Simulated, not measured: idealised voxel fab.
process module | voxel capacitor over wiring
cross-section cut | 280 nm wide | cells 5 nm
A cross-section is a grid of square cells, given in bands from the top down. A band is one or more rows of cells.
Each band's line starts with the height of the band's top and of its bottom, in nm. Then come its materials from left to right, each with its width in nm. One material with "throughout" fills the band from edge to edge. "air" is empty space.
Height 0 is the level under which the wafer as received is all one material. The lowest band goes on downwards, as in "0 down".
A width such as "30 to 40" changes by the same amount from each row of cells to the next, from the band's top row to its bottom row.
"no change" after a step means that no cell of the cross-section changed.
closed voids: empty space of 8 cells or more with no open way to the top, each as width x height at its distance from the left edge, in nm
after a step's settings: what the simulator itself notes on the step
overlay nm, on a step with a mask: how far to the right of its planned place the mask lay; to the left if negative
plan
1 op RECEIVE | material Si
2 op CONFORMAL_DEP | material SiO2 | thk nm 15
3 op CONFORMAL_DEP | material SiCN | thk nm 5
4 op DIRECTIONAL_DEP | material lowk | thk nm 15
5 op MASKED_ETCH | tone open | mask id METAL_1 | width nm 25 | pitch nm 90 | etch materials lowk | depth nm 15 | overlay nm 0
6 op MASKED_ETCH | tone open | mask id METAL_1 | width nm 25 | pitch nm 90 | etch materials SiCN | depth nm 5 | overlay nm 0
7 op CONFORMAL_DEP | material TiN | thk nm 5
8 op FILL_DEP | material Cu | thk nm 5
9 op CMP | height nm 35
10 op CONFORMAL_DEP | material SiCN | thk nm 5
11 op DIRECTIONAL_DEP | material SiO2 | thk nm 20
12 op MASKED_ETCH | tone open | mask id PLUG_1 | width nm 15 | etch materials SiO2 | depth nm 20 | overlay nm 0
13 op MASKED_ETCH | tone open | mask id PLUG_1 | width nm 15 | etch materials SiCN | depth nm 5 | overlay nm 0
14 op EPI | material Ru | thk nm 10
15 op EPI | material Ru | thk nm 10
16 op EPI | material Ru | thk nm 5
17 op DIRECTIONAL_DEP | material TiN | thk nm 10
18 op DIRECTIONAL_DEP | material Al2O3 | thk nm 5
19 op DIRECTIONAL_DEP | material TiN | thk nm 5
20 op PATTERN | tone cover | mask id UPPER_PLATE | material resist | width nm 70 | thk nm 15 | overlay nm 0
21 op DIRECTIONAL_ETCH | etch materials TiN | depth nm 5
22 op DIRECTIONAL_ETCH | etch materials Al2O3 | depth nm 5
23 op STRIP | etch materials resist
24 op MASKED_ETCH | tone cover | mask id LOWER_PLATE | width nm 80 | etch materials TiN | depth nm 10 | overlay nm 0
25 op FILL_DEP | material SiO2 | thk nm 20
26 op CMP | height nm 95
27 op PATTERN | tone open | mask id PLUG_2 | material resist | width nm 15 | thk nm 20 | overlay nm 0
28 op DIRECTIONAL_ETCH | etch materials SiO2 | depth nm 15
29 op STRIP | etch materials resist
30 op CONFORMAL_DEP | material TiN | thk nm 5
31 op FILL_DEP | material W | thk nm 10
32 op CMP | height nm 95
33 op CONFORMAL_DEP | material SiCN | thk nm 5
as received, after step 1
  0 down: Si throughout
  closed voids: none
a wafer at the end: this start, this plan, one mistake
  100 to 95: SiCN throughout
  95 to 85: SiO2 100 | TiN 5 | W 5 | TiN 5 | SiO2 165
  85 to 75: SiO2 100 to 90 | TiN 15 to 70 | SiO2 165 to 120
  75 to 70: SiO2 90 | Al2O3 70 | SiO2 120
  70 to 60: SiO2 85 | TiN 80 | SiO2 115
  60 to 40: SiO2 90 | Ru 15 | SiO2 175
  40 to 35: SiCN 90 | Ru 15 | SiCN 175
  35 to 30: lowk 80 | TiN 5 | Cu 15 | TiN 5 | lowk 65 | TiN 5 | Cu 15 | TiN 5 | lowk 85
  30 to 25: SiCN 80 | TiN 25 | SiCN 65 | TiN 25 | SiCN 85
  25 to 15: SiCN throughout
  15 to 0: SiO2 throughout
  0 down: Si throughout
  closed voids: none
what went wrong: step 3 ran as: op CONFORMAL_DEP | material SiCN | thk nm 15
